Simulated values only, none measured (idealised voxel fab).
The following process module bears the name voxel capacitor over wiring.
Xsec cut, 260 nm wide, square cell size 5 nm.
Cross-sections here: square-cell grids, written as top-down lists of bands, a band being one or more rows of cells.
Per band: top height and bottom height in nm, followed by the left-to-right materials and their widths in nm; "throughout" marks a single material spanning edge to edge, "air" marks empty space.
Beneath 0, the wafer as received is one material, and that level is where height counting begins. The lowest band goes on downward without a bottom; it is written like "0 and below".
Think of "30 to 40" as a width that walks from the first number to the second as you go down the band, top row to bottom row, taking equal-sized steps from row to row.
What does "no modification" mean for a step? It means no cell of the cross-section changed in that step.
Any empty space of 8 cells or more lacking an open way to the top shows up in "Sealed void list" as width x height at distance, distance from the left edge, in nm.
Formally, on a step line, whatever follows the settings is a remark that the simulator itself makes on the step.
What "overlay nm" on a step's line means: if the step has a mask, that mask lay this far to the right of its planned place, or, when the value is negative, to the left.
### The planned process steps are enumerated hereunder
step 1: RECEIVE [material Si]
step 2: CONFORMAL_DEP [material SiO2] [thk nm 10]
step 3: DIRECTIONAL_DEP [material TiN] [thk nm 5]
step 4: DIRECTIONAL_DEP [material W] [thk nm 15]
step 5: MASKED_ETCH [tone cover] [mask id METAL_1] [width nm 30] [pitch nm 100] [etch materials W] [depth nm 15] [overlay nm 0]
step 6: MASKED_ETCH [tone cover] [mask id METAL_1] [width nm 30] [pitch nm 100] [etch materials TiN] [depth nm 5] [overlay nm 0]
step 7: CONFORMAL_DEP [material SiN] [thk nm 5]
step 8: FILL_DEP [material lowk] [thk nm 10]
step 9: CMP [height nm 30]
step 10: CONFORMAL_DEP [material SiCN] [thk nm 5]
step 11: DIRECTIONAL_DEP [material lowk] [thk nm 15]
step 12: MASKED_ETCH [tone open] [mask id PLUG_1] [width nm 15] [etch materials lowk] [depth nm 15] [overlay nm 0]
step 13: MASKED_ETCH [tone open] [mask id PLUG_1] [width nm 15] [etch materials SiCN] [depth nm 5] [overlay nm 0]
step 14: EPI [material Ru] [thk nm 10]
step 15: EPI [material Ru] [thk nm 10]
step 16: DIRECTIONAL_DEP [material TiN] [thk nm 5]
step 17: DIRECTIONAL_DEP [material HfO2] [thk nm 5]
step 18: DIRECTIONAL_DEP [material TiN] [thk nm 10]
step 19: DIRECTIONAL_DEP [material aC] [thk nm 15]
step 20: PATTERN [tone cover] [mask id UPPER_PLATE] [material resist] [width nm 75] [thk nm 35] [overlay nm 0]
step 21: DIRECTIONAL_ETCH [etch materials aC] [depth nm 15]
step 22: STRIP [etch materials resist]
step 23: DIRECTIONAL_ETCH [etch materials TiN] [depth nm 10]
step 24: DIRECTIONAL_ETCH [etch materials HfO2] [depth nm 5]
step 25: STRIP [etch materials aC]
step 26: DIRECTIONAL_DEP [material aC] [thk nm 15]
step 27: PATTERN [tone cover] [mask id LOWER_PLATE] [material resist] [width nm 85] [thk nm 30] [overlay nm 0]
step 28: DIRECTIONAL_ETCH [etch materials aC] [depth nm 15]
step 29: STRIP [etch materials resist]
step 30: DIRECTIONAL_ETCH [etch materials TiN] [depth nm 5]
step 31: STRIP [etch materials aC]
step 32: FILL_DEP [material SiO2] [thk nm 15]
step 33: CMP [height nm 80]
step 34: DIRECTIONAL_DEP [material aC] [thk nm 10]
step 35: PATTERN [tone open] [mask id PLUG_2] [material resist] [width nm 15] [thk nm 25] [overlay nm 0]
step 36: DIRECTIONAL_ETCH [etch materials aC] [depth nm 10]
step 37: STRIP [etch materials resist]
step 38: DIRECTIONAL_ETCH [etch materials SiO2] [depth nm 10]
step 39: STRIP [etch materials aC]
step 40: CONFORMAL_DEP [material TiN] [thk nm 5]
step 41: FILL_DEP [material Cu] [thk nm 5]
step 42: CMP [height nm 80]
step 43: CONFORMAL_DEP [material SiN] [thk nm 5]
### Wafer cross-section on receipt, i.e. after step 1
* 0 and below = Si throughout
* Sealed void list: none
### The following cross-section depicts the wafer upon conclusion of the module. Processing commenced from the starting condition illustrated above and adhered to the plan illustrated above, save for one mistake in execution
* 85 down to 80 = SiN throughout
* 80 down to 75 = 90 of SiO2 / 5 of TiN / 5 of Cu / 5 of TiN / 155 of SiO2
* 75 down to 70 = 90 of SiO2 / 15 of TiN / 155 of SiO2
* 70 down to 60 = 80 of SiO2 / 75 of TiN / 105 of SiO2
* 60 down to 55 = 80 of SiO2 / 75 of HfO2 / 105 of SiO2
* 55 down to 50 = 75 of SiO2 / 85 of TiN / 100 of SiO2
* 50 down to 35 = 80 of lowk / 15 of Ru / 165 of lowk
* 35 down to 30 = 80 of SiCN / 15 of Ru / 165 of SiCN
* 30 down to 25 = 65 of SiN / 30 of TiN / 70 of SiN / 30 of TiN / 65 of SiN
* 25 down to 10 = W throughout
* 10 down to 0 = SiO2 throughout
* 0 and below = Si throughout
* Sealed void list: none
Deviation from plan: note: step 3 <-> step 4, run order reversed vs plan
